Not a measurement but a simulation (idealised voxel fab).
Module name: voxel wiring stack (process module)
Section shown: cut. Width: 235 nm. Cell size: 5 nm, square.
Cross-section format: a grid of square cells, given as bands from top to bottom; each band is one or more rows of cells. Band entry format. Leading values: height of top, height of bottom, nm. Remainder: materials in left-to-right order, each with its width in nm. Special words: "throughout" on a single material, which then fills the band edge to edge; "empty", empty space. It should be noted that heights are counted from 0, beneath which the wafer as supplied is of one material throughout, and that the lowest band possesses no lower boundary but continues downward, as written in "0 down". The width entry "30->40" should be interpreted row by row: the top row of cells in the band takes the first number, the bottom row takes the second number, and the change between adjacent rows is uniform throughout. Basically "no alterations made" means that step didn't change any cell in the cross-section. Entry "Enclosed void catalog" = empty spaces >= 8 cells with no open way to the top; each as width x height at distance, distance from left edge, all nm. Past the settings on a step's line: simulator remark, on that step. "overlay nm" on a masked step: distance the mask lay right of its planned place, negative for left. The remainder of this document consists of a sequence of paired cross-sections. Each pair presents the cross-section prior to one process step together with the cross-section following it, the latter being rendered only as deep as the lowest band that underwent change. The intervening step, together with its settings, is stated beneath each pair. Because the pairs may originate from different runs of this module on the same starting wafer, a given pair is to be read as continuing from the preceding pair only where its entry headed "Cross-section, before" so indicates.
Cross-section, before
* 165 to 150 = 85 of empty | 20 of Ru | 20 of empty | 20 of Ru | 90 of empty
* 150 to 145 = 85 of empty | 20 of TiN | 20 of empty | 20 of TiN | 90 of empty
* 145 to 135 = 85 of lowk | 5 of TiN | 5 of Cu | 5 of TiN | 25 of lowk | 5 of TiN | 5 of Cu | 5 of TiN | 95 of lowk
* 135 to 130 = 85 of SiCN | 15 of TiN | 25 of SiCN | 15 of TiN | 95 of SiCN
* 130 to 115 = 85 of lowk | 5 of TiN | 10 of Ru | 5 of TiN | 20 of lowk | 5 of TiN | 10 of Ru | 5 of TiN | 90 of lowk
* 115 to 110 = 85 of lowk | 5 of TiN | 10 of Ru | 5 of TiN | 20 of lowk | 20 of TiN | 90 of lowk
* 110 to 100 = 85 of lowk | 5 of TiN | 10 of Ru | 5 of TiN | 130 of lowk
* 100 to 95 = 85 of SiCN | 20 of TiN | 130 of SiCN
* 95 to 90 = 80 of SiCN | 30 of Ru | 10 of SiCN | 30 of Ru | 85 of SiCN
* 90 to 70 = 85 of SiO2 | 5 of TiN | 10 of Cu | 5 of TiN | 20 of SiO2 | 5 of TiN | 10 of Cu | 5 of TiN | 90 of SiO2
* 70 to 65 = 85 of SiCN | 20 of TiN | 20 of SiCN | 20 of TiN | 90 of SiCN
* 65 to 50 = 85 of SiO2 | 5 of TiN | 5 of W | 5 of TiN | 25 of SiO2 | 5 of TiN | 5 of W | 5 of TiN | 95 of SiO2
* 50 to 45 = 85 of SiCN | 15 of TiN | 25 of SiCN | 15 of TiN | 95 of SiCN
* 45 to 20 = 85 of lowk | 20 of W | 20 of lowk | 20 of W | 90 of lowk
* 20 to 15 = 85 of lowk | 20 of TiN | 20 of lowk | 20 of TiN | 90 of lowk
* 15 to 0 = SiO2 throughout
* 0 down = Si throughout
* Enclosed void catalog: none
Resulting Cross-Section
* 170 to 165 = 80 of empty | 30 of SiN | 10 of empty | 30 of SiN | 85 of empty
* 165 to 150 = 80 of empty | 5 of SiN | 20 of Ru | 5 of SiN | 10 of empty | 5 of SiN | 20 of Ru | 5 of SiN | 85 of empty
* 150 to 145 = 85 of SiN | 20 of TiN | 20 of SiN | 20 of TiN | 90 of SiN
* Beneath the level 145, the cross-section is identical to its previous state.
* Enclosed void catalog: none
Step, pre vs post cross-sections above: CONFORMAL_DEP (material SiN; thk nm 5)
Cross-section, before: unchanged from the after cross-section in the pair immediately above; refer to that figure.
Resulting Cross-Section
* 180 to 170 = SiO2 throughout
* 170 to 165 = 80 of SiO2 | 30 of SiN | 10 of SiO2 | 30 of SiN | 85 of SiO2
* 165 to 150 = 80 of SiO2 | 5 of SiN | 20 of Ru | 5 of SiN | 10 of SiO2 | 5 of SiN | 20 of Ru | 5 of SiN | 85 of SiO2
* Beneath the level 150, the cross-section is identical to its previous state.
* Enclosed void catalog: none
Step, pre vs post cross-sections above: FILL_DEP (material SiO2; thk nm 10)
Cross-section, before: unchanged from the after cross-section in the pair immediately above; refer to that figure.
Resulting Cross-Section
* 165 to 150 = 80 of SiO2 | 5 of SiN | 20 of Ru | 5 of SiN | 10 of SiO2 | 5 of SiN | 20 of Ru | 5 of SiN | 85 of SiO2
* Beneath the level 150, the cross-section is identical to its previous state.
* Enclosed void catalog: none
Step, pre vs post cross-sections above: CMP (height nm 165)
Cross-section, before: unchanged from the after cross-section in the pair immediately above; refer to that figure.
Resulting Cross-Section
* 170 to 165 = SiCN throughout
* Beneath the level 165, the cross-section is identical to its previous state.
* Enclosed void catalog: none
Step, pre vs post cross-sections above: CONFORMAL_DEP (material SiCN; thk nm 5)
Cross-section, before
* 45 to 20 = W throughout
* 20 to 15 = TiN throughout
* 15 to 0 = SiO2 throughout
* 0 down = Si throughout
* Enclosed void catalog: none
Resulting Cross-Section
* 60 to 45 = 80 of empty | 20 of resist | 20 of empty | 20 of resist | 95 of empty
* Beneath the level 45, the cross-section is identical to its previous state.
* Enclosed void catalog: none
Step, pre vs post cross-sections above: PATTERN (tone cover; mask id METAL_1; material resist; width nm 20; pitch nm 40; thk nm 15; overlay nm -5)
Cross-section, before: unchanged from the after cross-section in the pair immediately above; refer to that figure.
Resulting Cross-Section
* 60 to 45 = 80 of empty | 20 of resist | 20 of empty | 20 of resist | 95 of empty
* 45 to 20 = 80 of empty | 20 of W | 20 of empty | 20 of W | 95 of empty
* Beneath the level 20, the cross-section is identical to its previous state.
* Enclosed void catalog: none
Step, pre vs post cross-sections above: DIRECTIONAL_ETCH (etch materials W; depth nm 25)
Cross-section, before: unchanged from the after cross-section in the pair immediately above; refer to that figure.
Resulting Cross-Section
* 60 to 45 = 80 of empty | 20 of resist | 20 of empty | 20 of resist | 95 of empty
* 45 to 20 = 80 of empty | 20 of W | 20 of empty | 20 of W | 95 of empty
* 20 to 15 = 80 of empty | 20 of TiN | 20 of empty | 20 of TiN | 95 of empty
* Beneath the level 15, the cross-section is identical to its previous state.
* Enclosed void catalog: none
Step, pre vs post cross-sections above: DIRECTIONAL_ETCH (etch materials TiN; depth nm 5)
Cross-section, before: unchanged from the after cross-section in the pair immediately above; refer to that figure.
Resulting Cross-Section
* 45 to 20 = 80 of empty | 20 of W | 20 of empty | 20 of W | 95 of empty
* Beneath the level 20, the cross-section is identical to its previous state.
* Enclosed void catalog: none
Step, pre vs post cross-sections above: STRIP (etch materials resist)
Cross-section, before: unchanged from the after cross-section in the pair immediately above; refer to that figure.
Resulting Cross-Section
* 50 to 45 = lowk throughout
* 45 to 20 = 80 of lowk | 20 of W | 20 of lowk | 20 of W | 95 of lowk
* 20 to 15 = 80 of lowk | 20 of TiN | 20 of lowk | 20 of TiN | 95 of lowk
* Beneath the level 15, the cross-section is identical to its previous state.
* Enclosed void catalog: none
Step, pre vs post cross-sections above: FILL_DEP (material lowk; thk nm 5)
Cross-section, before: unchanged from the after cross-section in the pair immediately above; refer to that figure.
Resulting Cross-Section
* 45 to 20 = 80 of lowk | 20 of W | 20 of lowk | 20 of W | 95 of lowk
* Beneath the level 20, the cross-section is identical to its previous state.
* Enclosed void catalog: none
Step, pre vs post cross-sections above: CMP (height nm 45)
Cross-section, before: unchanged from the after cross-section in the pair immediately above; refer to that figure.
Resulting Cross-Section
* 50 to 45 = SiCN throughout
* Beneath the level 45, the cross-section is identical to its previous state.
* Enclosed void catalog: none
Step, pre vs post cross-sections above: CONFORMAL_DEP (material SiCN; thk nm 5)
Cross-section, before: unchanged from the after cross-section in the pair immediately above; refer to that figure.
Resulting Cross-Section
* 65 to 50 = SiO2 throughout
* Beneath the level 50, the cross-section is identical to its previous state.
* Enclosed void catalog: none
Step, pre vs post cross-sections above: DIRECTIONAL_DEP (material SiO2; thk nm 15)
Cross-section, before: unchanged from the after cross-section in the pair immediately above; refer to that figure.
Resulting Cross-Section
* 85 to 65 = 85 of resist | 15 of empty | 25 of resist | 15 of empty | 95 of resist
* Beneath the level 65, the cross-section is identical to its previous state.
* Enclosed void catalog: none
Step, pre vs post cross-sections above: PATTERN (tone open; mask id PLUG_1; material resist; width nm 15; pitch nm 40; thk nm 20; overlay nm 0)
Cross-section, before: unchanged from the after cross-section in the pair immediately above; refer to that figure.
Resulting Cross-Section
* 85 to 65 = 85 of resist | 15 of empty | 25 of resist | 15 of empty | 95 of resist
* 65 to 50 = 85 of SiO2 | 15 of empty | 25 of SiO2 | 15 of empty | 95 of SiO2
* Beneath the level 50, the cross-section is identical to its previous state.
* Enclosed void catalog: none
Step, pre vs post cross-sections above: DIRECTIONAL_ETCH (etch materials SiO2; depth nm 15)
Cross-section, before: unchanged from the after cross-section in the pair immediately above; refer to that figure.
Resulting Cross-Section
* 85 to 65 = 85 of resist | 15 of empty | 25 of resist | 15 of empty | 95 of resist
* 65 to 50 = 85 of SiO2 | 15 of empty | 25 of SiO2 | 15 of empty | 95 of SiO2
* 50 to 45 = 85 of SiCN | 15 of empty | 25 of SiCN | 15 of empty | 95 of SiCN
* Beneath the level 45, the cross-section is identical to its previous state.
* Enclosed void catalog: none
Step, pre vs post cross-sections above: DIRECTIONAL_ETCH (etch materials SiCN; depth nm 5)
Cross-section, before: unchanged from the after cross-section in the pair immediately above; refer to that figure.
Resulting Cross-Section
* 65 to 50 = 85 of SiO2 | 15 of empty | 25 of SiO2 | 15 of empty | 95 of SiO2
* Beneath the level 50, the cross-section is identical to its previous state.
* Enclosed void catalog: none
Step, pre vs post cross-sections above: STRIP (etch materials resist)
Cross-section, before: unchanged from the after cross-section in the pair immediately above; refer to that figure.
Resulting Cross-Section
* 70 to 65 = 90 of TiN | 5 of empty | 35 of TiN | 5 of empty | 100 of TiN
* 65 to 50 = 85 of SiO2 | 5 of TiN | 5 of empty | 5 of TiN | 25 of SiO2 | 5 of TiN | 5 of empty | 5 of TiN | 95 of SiO2
* 50 to 45 = 85 of SiCN | 15 of TiN | 25 of SiCN | 15 of TiN | 95 of SiCN
* Beneath the level 45, the cross-section is identical to its previous state.
* Enclosed void catalog: none
Step, pre vs post cross-sections above: CONFORMAL_DEP (material TiN; thk nm 5)
Cross-section, before: unchanged from the after cross-section in the pair immediately above; refer to that figure.
Resulting Cross-Section
* 80 to 70 = W throughout
* 70 to 65 = 90 of TiN | 5 of W | 35 of TiN | 5 of W | 100 of TiN
* 65 to 50 = 85 of SiO2 | 5 of TiN | 5 of W | 5 of TiN | 25 of SiO2 | 5 of TiN | 5 of W | 5 of TiN | 95 of SiO2
* Beneath the level 50, the cross-section is identical to its previous state.
* Enclosed void catalog: none
Step, pre vs post cross-sections above: FILL_DEP (material W; thk nm 10)
Cross-section, before: unchanged from the after cross-section in the pair immediately above; refer to that figure.
Resulting Cross-Section
* 65 to 50 = 85 of SiO2 | 5 of TiN | 5 of W | 5 of TiN | 25 of SiO2 | 5 of TiN | 5 of W | 5 of TiN | 95 of SiO2
* Beneath the level 50, the cross-section is identical to its previous state.
* Enclosed void catalog: none
Step, pre vs post cross-sections above: CMP (height nm 65)
Cross-section, before: unchanged from the after cross-section in the pair immediately above; refer to that figure.
Resulting Cross-Section
* 70 to 65 = SiCN throughout
* Beneath the level 65, the cross-section is identical to its previous state.
* Enclosed void catalog: none
Step, pre vs post cross-sections above: CONFORMAL_DEP (material SiCN; thk nm 5)
Cross-section, before: unchanged from the after cross-section in the pair immediately above; refer to that figure.
Resulting Cross-Section
* 90 to 70 = SiO2 throughout
* Beneath the level 70, the cross-section is identical to its previous state.
* Enclosed void catalog: none
Step, pre vs post cross-sections above: DIRECTIONAL_DEP (material SiO2; thk nm 20)
Cross-section, before: unchanged from the after cross-section in the pair immediately above; refer to that figure.
Resulting Cross-Section
* 105 to 90 = 85 of resist | 20 of empty | 20 of resist | 20 of empty | 90 of resist
* Beneath the level 90, the cross-section is identical to its previous state.
* Enclosed void catalog: none
Step, pre vs post cross-sections above: PATTERN (tone open; mask id METAL_2; material resist; width nm 20; pitch nm 40; thk nm 15; overlay nm 0)
Cross-section, before: unchanged from the after cross-section in the pair immediately above; refer to that figure.
Resulting Cross-Section
* 105 to 90 = 85 of resist | 20 of empty | 20 of resist | 20 of empty | 90 of resist
* 90 to 70 = 85 of SiO2 | 20 of empty | 20 of SiO2 | 20 of empty | 90 of SiO2
* Beneath the level 70, the cross-section is identical to its previous state.
* Enclosed void catalog: none
Step, pre vs post cross-sections above: DIRECTIONAL_ETCH (etch materials SiO2; depth nm 20)
Cross-section, before: unchanged from the after cross-section in the pair immediately above; refer to that figure.
Resulting Cross-Section
* 105 to 90 = 85 of resist | 20 of empty | 20 of resist | 20 of empty | 90 of resist
* 90 to 70 = 85 of SiO2 | 20 of empty | 20 of SiO2 | 20 of empty | 90 of SiO2
* 70 to 65 = 85 of SiCN | 20 of empty | 20 of SiCN | 20 of empty | 90 of SiCN
* Beneath the level 65, the cross-section is identical to its previous state.
* Enclosed void catalog: none
Step, pre vs post cross-sections above: DIRECTIONAL_ETCH (etch materials SiCN; depth nm 5)
Cross-section, before: unchanged from the after cross-section in the pair immediately above; refer to that figure.
Resulting Cross-Section
* 90 to 70 = 85 of SiO2 | 20 of empty | 20 of SiO2 | 20 of empty | 90 of SiO2
* Beneath the level 70, the cross-section is identical to its previous state.
* Enclosed void catalog: none
Step, pre vs post cross-sections above: STRIP (etch materials resist)
Cross-section, before: unchanged from the after cross-section in the pair immediately above; refer to that figure.
Resulting Cross-Section
* 95 to 90 = 90 of TiN | 10 of empty | 30 of TiN | 10 of empty | 95 of TiN
* 90 to 70 = 85 of SiO2 | 5 of TiN | 10 of empty | 5 of TiN | 20 of SiO2 | 5 of TiN | 10 of empty | 5 of TiN | 90 of SiO2
* 70 to 65 = 85 of SiCN | 20 of TiN | 20 of SiCN | 20 of TiN | 90 of SiCN
* Beneath the level 65, the cross-section is identical to its previous state.
* Enclosed void catalog: none
Step, pre vs post cross-sections above: CONFORMAL_DEP (material TiN; thk nm 5)
Cross-section, before: unchanged from the after cross-section in the pair immediately above; refer to that figure.
Resulting Cross-Section
* 105 to 95 = Cu throughout
* 95 to 90 = 90 of TiN | 10 of Cu | 30 of TiN | 10 of Cu | 95 of TiN
* 90 to 70 = 85 of SiO2 | 5 of TiN | 10 of Cu | 5 of TiN | 20 of SiO2 | 5 of TiN | 10 of Cu | 5 of TiN | 90 of SiO2
* Beneath the level 70, the cross-section is identical to its previous state.
* Enclosed void catalog: none
Step, pre vs post cross-sections above: FILL_DEP (material Cu; thk nm 10)
Cross-section, before: unchanged from the after cross-section in the pair immediately above; refer to that figure.
Resulting Cross-Section
* 90 to 70 = 85 of SiO2 | 5 of TiN | 10 of Cu | 5 of TiN | 20 of SiO2 | 5 of TiN | 10 of Cu | 5 of TiN | 90 of SiO2
* Beneath the level 70, the cross-section is identical to its previous state.
* Enclosed void catalog: none
Step, pre vs post cross-sections above: CMP (height nm 90)
Cross-section, before: unchanged from the after cross-section in the pair immediately above; refer to that figure.
Resulting Cross-Section
* 95 to 90 = 80 of empty | 30 of Ru | 10 of empty | 30 of Ru | 85 of empty
* Beneath the level 90, the cross-section is identical to its previous state.
* Enclosed void catalog: none
Step, pre vs post cross-sections above: EPI (material Ru; thk nm 5)
Cross-section, before: unchanged from the after cross-section in the pair immediately above; refer to that figure.
Resulting Cross-Section
* 100 to 95 = SiCN throughout
* 95 to 90 = 80 of SiCN | 30 of Ru | 10 of SiCN | 30 of Ru | 85 of SiCN
* Beneath the level 90, the cross-section is identical to its previous state.
* Enclosed void catalog: none
Step, pre vs post cross-sections above: FILL_DEP (material SiCN; thk nm 5)
Cross-section, before: unchanged from the after cross-section in the pair immediately above; refer to that figure.
Resulting Cross-Section
* 130 to 100 = lowk throughout
* Beneath the level 100, the cross-section is identical to its previous state.
* Enclosed void catalog: none
Step, pre vs post cross-sections above: DIRECTIONAL_DEP (material lowk; thk nm 30)
Cross-section, before: unchanged from the after cross-section in the pair immediately above; refer to that figure.
Resulting Cross-Section
* 150 to 130 = 85 of resist | 20 of empty | 20 of resist | 20 of empty | 90 of resist
* Beneath the level 130, the cross-section is identical to its previous state.
* Enclosed void catalog: none
Step, pre vs post cross-sections above: PATTERN (tone open; mask id METAL_3; material resist; width nm 20; pitch nm 40; thk nm 20; overlay nm 0)
Cross-section, before: unchanged from the after cross-section in the pair immediately above; refer to that figure.
Resulting Cross-Section
* 150 to 130 = 85 of resist | 20 of empty | 20 of resist | 20 of empty | 90 of resist
* 130 to 110 = 85 of lowk | 20 of empty | 20 of lowk | 20 of empty | 90 of lowk
* Beneath the level 110, the cross-section is identical to its previous state.
* Enclosed void catalog: none
Step, pre vs post cross-sections above: DIRECTIONAL_ETCH (etch materials lowk; depth nm 20)
Cross-section, before: unchanged from the after cross-section in the pair immediately above; refer to that figure.
Resulting Cross-Section
* 130 to 110 = 85 of lowk | 20 of empty | 20 of lowk | 20 of empty | 90 of lowk
* Beneath the level 110, the cross-section is identical to its previous state.
* Enclosed void catalog: none
Step, pre vs post cross-sections above: STRIP (etch materials resist)
Cross-section, before: unchanged from the after cross-section in the pair immediately above; refer to that figure.
Resulting Cross-Section
* 140 to 130 = 85 of aC | 20 of empty | 20 of aC | 20 of empty | 90 of aC
* 130 to 120 = 85 of lowk | 20 of empty | 20 of lowk | 20 of empty | 90 of lowk
* 120 to 110 = 85 of lowk | 20 of aC | 20 of lowk | 20 of aC | 90 of lowk
* Beneath the level 110, the cross-section is identical to its previous state.
* Enclosed void catalog: none
Step, pre vs post cross-sections above: DIRECTIONAL_DEP (material aC; thk nm 10)
Cross-section, before: unchanged from the after cross-section in the pair immediately above; refer to that figure.
Resulting Cross-Section
* 165 to 140 = 85 of resist | 15 of empty | 135 of resist
* 140 to 130 = 85 of aC | 15 of empty | 5 of resist | 20 of aC | 20 of resist | 90 of aC
* 130 to 120 = 85 of lowk | 15 of empty | 5 of resist | 20 of lowk | 20 of resist | 90 of lowk
* Beneath the level 120, the cross-section is identical to its previous state.
* Enclosed void catalog: none
Step, pre vs post cross-sections above: PATTERN (tone open; mask id METAL_3_HOLES; material resist; width nm 15; thk nm 25; overlay nm 0)
Cross-section, before: unchanged from the after cross-section in the pair immediately above; refer to that figure.
Resulting Cross-Section
* 155 to 140 = 85 of resist | 15 of empty | 135 of resist
* 140 to 130 = 85 of aC | 15 of empty | 5 of resist | 20 of aC | 20 of resist | 90 of aC
* 130 to 120 = 85 of lowk | 15 of empty | 5 of resist | 20 of lowk | 20 of resist | 90 of lowk
* 120 to 110 = 85 of lowk | 15 of empty | 5 of aC | 20 of lowk | 20 of aC | 90 of lowk
* Beneath the level 110, the cross-section is identical to its previous state.
* Enclosed void catalog: none
Step, pre vs post cross-sections above: DIRECTIONAL_ETCH (etch materials aC; depth nm 10)
Cross-section, before: unchanged from the after cross-section in the pair immediately above; refer to that figure.
Resulting Cross-Section
* 140 to 130 = 85 of aC | 20 of empty | 20 of aC | 20 of empty | 90 of aC
* 130 to 120 = 85 of lowk | 20 of empty | 20 of lowk | 20 of empty | 90 of lowk
* Beneath the level 120, the cross-section is identical to its previous state.
* Enclosed void catalog: none
Step, pre vs post cross-sections above: STRIP (etch materials resist)
Cross-section, before: unchanged from the after cross-section in the pair immediately above; refer to that figure.
Resulting Cross-Section
* 140 to 130 = 85 of aC | 20 of empty | 20 of aC | 20 of empty | 90 of aC
* 130 to 120 = 85 of lowk | 20 of empty | 20 of lowk | 20 of empty | 90 of lowk
* 120 to 110 = 85 of lowk | 15 of empty | 5 of aC | 20 of lowk | 20 of aC | 90 of lowk
* 110 to 100 = 85 of lowk | 15 of empty | 135 of lowk
* Beneath the level 100, the cross-section is identical to its previous state.
* Enclosed void catalog: none
Step, pre vs post cross-sections above: DIRECTIONAL_ETCH (etch materials lowk; depth nm 10)
Cross-section, before: unchanged from the after cross-section in the pair immediately above; refer to that figure.
Resulting Cross-Section
* 140 to 130 = 85 of aC | 20 of empty | 20 of aC | 20 of empty | 90 of aC
* 130 to 120 = 85 of lowk | 20 of empty | 20 of lowk | 20 of empty | 90 of lowk
* 120 to 110 = 85 of lowk | 15 of empty | 5 of aC | 20 of lowk | 20 of aC | 90 of lowk
* 110 to 100 = 85 of lowk | 15 of empty | 135 of lowk
* 100 to 95 = 85 of SiCN | 15 of empty | 135 of SiCN
* Beneath the level 95, the cross-section is identical to its previous state.
* Enclosed void catalog: none
Step, pre vs post cross-sections above: DIRECTIONAL_ETCH (etch materials SiCN; depth nm 5)
Cross-section, before: unchanged from the after cross-section in the pair immediately above; refer to that figure.
Resulting Cross-Section
* 130 to 110 = 85 of lowk | 20 of empty | 20 of lowk | 20 of empty | 90 of lowk
* Beneath the level 110, the cross-section is identical to its previous state.
* Enclosed void catalog: none
Step, pre vs post cross-sections above: STRIP (etch materials aC)
Cross-section, before: unchanged from the after cross-section in the pair immediately above; refer to that figure.
Resulting Cross-Section
* 135 to 130 = 90 of TiN | 10 of empty | 30 of TiN | 10 of empty | 95 of TiN
* 130 to 115 = 85 of lowk | 5 of TiN | 10 of empty | 5 of TiN | 20 of lowk | 5 of TiN | 10 of empty | 5 of TiN | 90 of lowk
* 115 to 110 = 85 of lowk | 5 of TiN | 5 of empty | 10 of TiN | 20 of lowk | 20 of TiN | 90 of lowk
* 110 to 100 = 85 of lowk | 5 of TiN | 5 of empty | 5 of TiN | 135 of lowk
* 100 to 95 = 85 of SiCN | 15 of TiN | 135 of SiCN
* Beneath the level 95, the cross-section is identical to its previous state.
* Enclosed void catalog: none
Step, pre vs post cross-sections above: CONFORMAL_DEP (material TiN; thk nm 5)
Cross-section, before: unchanged from the after cross-section in the pair immediately above; refer to that figure.
Resulting Cross-Section
* 140 to 135 = Ru throughout
* 135 to 130 = 90 of TiN | 10 of Ru | 30 of TiN | 10 of Ru | 95 of TiN
* 130 to 115 = 85 of lowk | 5 of TiN | 10 of Ru | 5 of TiN | 20 of lowk | 5 of TiN | 10 of Ru | 5 of TiN | 90 of lowk
* 115 to 110 = 85 of lowk | 5 of TiN | 5 of Ru | 10 of TiN | 20 of lowk | 20 of TiN | 90 of lowk
* 110 to 100 = 85 of lowk | 5 of TiN | 5 of Ru | 5 of TiN | 135 of lowk
* Beneath the level 100, the cross-section is identical to its previous state.
* Enclosed void catalog: none
Step, pre vs post cross-sections above: FILL_DEP (material Ru; thk nm 5)
Cross-section, before: unchanged from the after cross-section in the pair immediately above; refer to that figure.
Resulting Cross-Section
* 130 to 115 = 85 of lowk | 5 of TiN | 10 of Ru | 5 of TiN | 20 of lowk | 5 of TiN | 10 of Ru | 5 of TiN | 90 of lowk
* Beneath the level 115, the cross-section is identical to its previous state.
* Enclosed void catalog: none
Step, pre vs post cross-sections above: CMP (height nm 130)
Cross-section, before: unchanged from the after cross-section in the pair immediately above; refer to that figure.
Resulting Cross-Section
* 135 to 130 = SiCN throughout
* Beneath the level 130, the cross-section is identical to its previous state.
* Enclosed void catalog: none
Step, pre vs post cross-sections above: CONFORMAL_DEP (material SiCN; thk nm 5)
Cross-section, before: unchanged from the after cross-section in the pair immediately above; refer to that figure.
Resulting Cross-Section
* 145 to 135 = lowk throughout
* Beneath the level 135, the cross-section is identical to its previous state.
* Enclosed void catalog: none
Step, pre vs post cross-sections above: DIRECTIONAL_DEP (material lowk; thk nm 10)
Cross-section, before: unchanged from the after cross-section in the pair immediately above; refer to that figure.
Resulting Cross-Section
* 155 to 145 = aC throughout
* Beneath the level 145, the cross-section is identical to its previous state.
* Enclosed void catalog: none
Step, pre vs post cross-sections above: DIRECTIONAL_DEP (material aC; thk nm 10)
Cross-section, before: unchanged from the after cross-section in the pair immediately above; refer to that figure.
Resulting Cross-Section
* 180 to 155 = 85 of resist | 15 of empty | 25 of resist | 15 of empty | 95 of resist
* Beneath the level 155, the cross-section is identical to its previous state.
* Enclosed void catalog: none
Step, pre vs post cross-sections above: PATTERN (tone open; mask id PLUG_3; material resist; width nm 15; pitch nm 40; thk nm 25; overlay nm 0)
Cross-section, before: unchanged from the after cross-section in the pair immediately above; refer to that figure.
Resulting Cross-Section
* 170 to 155 = 85 of resist | 15 of empty | 25 of resist | 15 of empty | 95 of resist
* 155 to 145 = 85 of aC | 15 of empty | 25 of aC | 15 of empty | 95 of aC
* Beneath the level 145, the cross-section is identical to its previous state.
* Enclosed void catalog: none
Step, pre vs post cross-sections above: DIRECTIONAL_ETCH (etch materials aC; depth nm 10)
Cross-section, before: unchanged from the after cross-section in the pair immediately above; refer to that figure.
Resulting Cross-Section
* 155 to 145 = 85 of aC | 15 of empty | 25 of aC | 15 of empty | 95 of aC
* Beneath the level 145, the cross-section is identical to its previous state.
* Enclosed void catalog: none
Step, pre vs post cross-sections above: STRIP (etch materials resist)
Cross-section, before: unchanged from the after cross-section in the pair immediately above; refer to that figure.
Resulting Cross-Section
* 155 to 145 = 85 of aC | 15 of empty | 25 of aC | 15 of empty | 95 of aC
* 145 to 135 = 85 of lowk | 15 of empty | 25 of lowk | 15 of empty | 95 of lowk
* Beneath the level 135, the cross-section is identical to its previous state.
* Enclosed void catalog: none
Step, pre vs post cross-sections above: DIRECTIONAL_ETCH (etch materials lowk; depth nm 10)
Cross-section, before: unchanged from the after cross-section in the pair immediately above; refer to that figure.
Resulting Cross-Section
* 155 to 145 = 85 of aC | 15 of empty | 25 of aC | 15 of empty | 95 of aC
* 145 to 135 = 85 of lowk | 15 of empty | 25 of lowk | 15 of empty | 95 of lowk
* 135 to 130 = 85 of SiCN | 15 of empty | 25 of SiCN | 15 of empty | 95 of SiCN
* Beneath the level 130, the cross-section is identical to its previous state.
* Enclosed void catalog: none
Step, pre vs post cross-sections above: DIRECTIONAL_ETCH (etch materials SiCN; depth nm 5)
Cross-section, before: unchanged from the after cross-section in the pair immediately above; refer to that figure.
Resulting Cross-Section
* 145 to 135 = 85 of lowk | 15 of empty | 25 of lowk | 15 of empty | 95 of lowk
* Beneath the level 135, the cross-section is identical to its previous state.
* Enclosed void catalog: none
Step, pre vs post cross-sections above: STRIP (etch materials aC)
Cross-section, before: unchanged from the after cross-section in the pair immediately above; refer to that figure.
Resulting Cross-Section
* 150 to 145 = 90 of TiN | 5 of empty | 35 of TiN | 5 of empty | 100 of TiN
* 145 to 135 = 85 of lowk | 5 of TiN | 5 of empty | 5 of TiN | 25 of lowk | 5 of TiN | 5 of empty | 5 of TiN | 95 of lowk
* 135 to 130 = 85 of SiCN | 15 of TiN | 25 of SiCN | 15 of TiN | 95 of SiCN
* Beneath the level 130, the cross-section is identical to its previous state.
* Enclosed void catalog: none
Step, pre vs post cross-sections above: CONFORMAL_DEP (material TiN; thk nm 5)
Cross-section, before: unchanged from the after cross-section in the pair immediately above; refer to that figure.
Resulting Cross-Section
* 155 to 150 = Cu throughout
* 150 to 145 = 90 of TiN | 5 of Cu | 35 of TiN | 5 of Cu | 100 of TiN
* 145 to 135 = 85 of lowk | 5 of TiN | 5 of Cu | 5 of TiN | 25 of lowk | 5 of TiN | 5 of Cu | 5 of TiN | 95 of lowk
* Beneath the level 135, the cross-section is identical to its previous state.
* Enclosed void catalog: none
Step, pre vs post cross-sections above: FILL_DEP (material Cu; thk nm 5)
Cross-section, before: unchanged from the after cross-section in the pair immediately above; refer to that figure.
Resulting Cross-Section
* 145 to 135 = 85 of lowk | 5 of TiN | 5 of Cu | 5 of TiN | 25 of lowk | 5 of TiN | 5 of Cu | 5 of TiN | 95 of lowk
* Beneath the level 135, the cross-section is identical to its previous state.
* Enclosed void catalog: none
Step, pre vs post cross-sections above: CMP (height nm 145)
Cross-section, before: unchanged from the after cross-section in the pair immediately above; refer to that figure.
Resulting Cross-Section
* 150 to 145 = TiN throughout
* Beneath the level 145, the cross-section is identical to its previous state.
* Enclosed void catalog: none
Step, pre vs post cross-sections above: DIRECTIONAL_DEP (material TiN; thk nm 5)
Cross-section, before: unchanged from the after cross-section in the pair immediately above; refer to that figure.
Resulting Cross-Section
* 165 to 150 = Ru throughout
* Beneath the level 150, the cross-section is identical to its previous state.
* Enclosed void catalog: none
Step, pre vs post cross-sections above: DIRECTIONAL_DEP (material Ru; thk nm 15)
Cross-section, before: unchanged from the after cross-section in the pair immediately above; refer to that figure.
Resulting Cross-Section
* 175 to 165 = aC throughout
* Beneath the level 165, the cross-section is identical to its previous state.
* Enclosed void catalog: none
Step, pre vs post cross-sections above: DIRECTIONAL_DEP (material aC; thk nm 10)
Cross-section, before: unchanged from the after cross-section in the pair immediately above; refer to that figure.
Resulting Cross-Section
* 205 to 175 = 85 of empty | 20 of resist | 20 of empty | 20 of resist | 90 of empty
* Beneath the level 175, the cross-section is identical to its previous state.
* Enclosed void catalog: none
Step, pre vs post cross-sections above: PATTERN (tone cover; mask id METAL_4; material resist; width nm 20; pitch nm 40; thk nm 30; overlay nm 0)
Cross-section, before: unchanged from the after cross-section in the pair immediately above; refer to that figure.
Resulting Cross-Section
* 195 to 175 = 85 of empty | 20 of resist | 20 of empty | 20 of resist | 90 of empty
* 175 to 165 = 85 of empty | 20 of aC | 20 of empty | 20 of aC | 90 of empty
* Beneath the level 165, the cross-section is identical to its previous state.
* Enclosed void catalog: none
Step, pre vs post cross-sections above: DIRECTIONAL_ETCH (etch materials aC; depth nm 10)
Cross-section, before: unchanged from the after cross-section in the pair immediately above; refer to that figure.
Resulting Cross-Section
* 175 to 165 = 85 of empty | 20 of aC | 20 of empty | 20 of aC | 90 of empty
* Beneath the level 165, the cross-section is identical to its previous state.
* Enclosed void catalog: none
Step, pre vs post cross-sections above: STRIP (etch materials resist)
Cross-section, before: unchanged from the after cross-section in the pair immediately above; refer to that figure.
Resulting Cross-Section
* 175 to 165 = 85 of empty | 20 of aC | 20 of empty | 20 of aC | 90 of empty
* 165 to 150 = 85 of empty | 20 of Ru | 20 of empty | 20 of Ru | 90 of empty
* Beneath the level 150, the cross-section is identical to its previous state.
* Enclosed void catalog: none
Step, pre vs post cross-sections above: DIRECTIONAL_ETCH (etch materials Ru; depth nm 15)
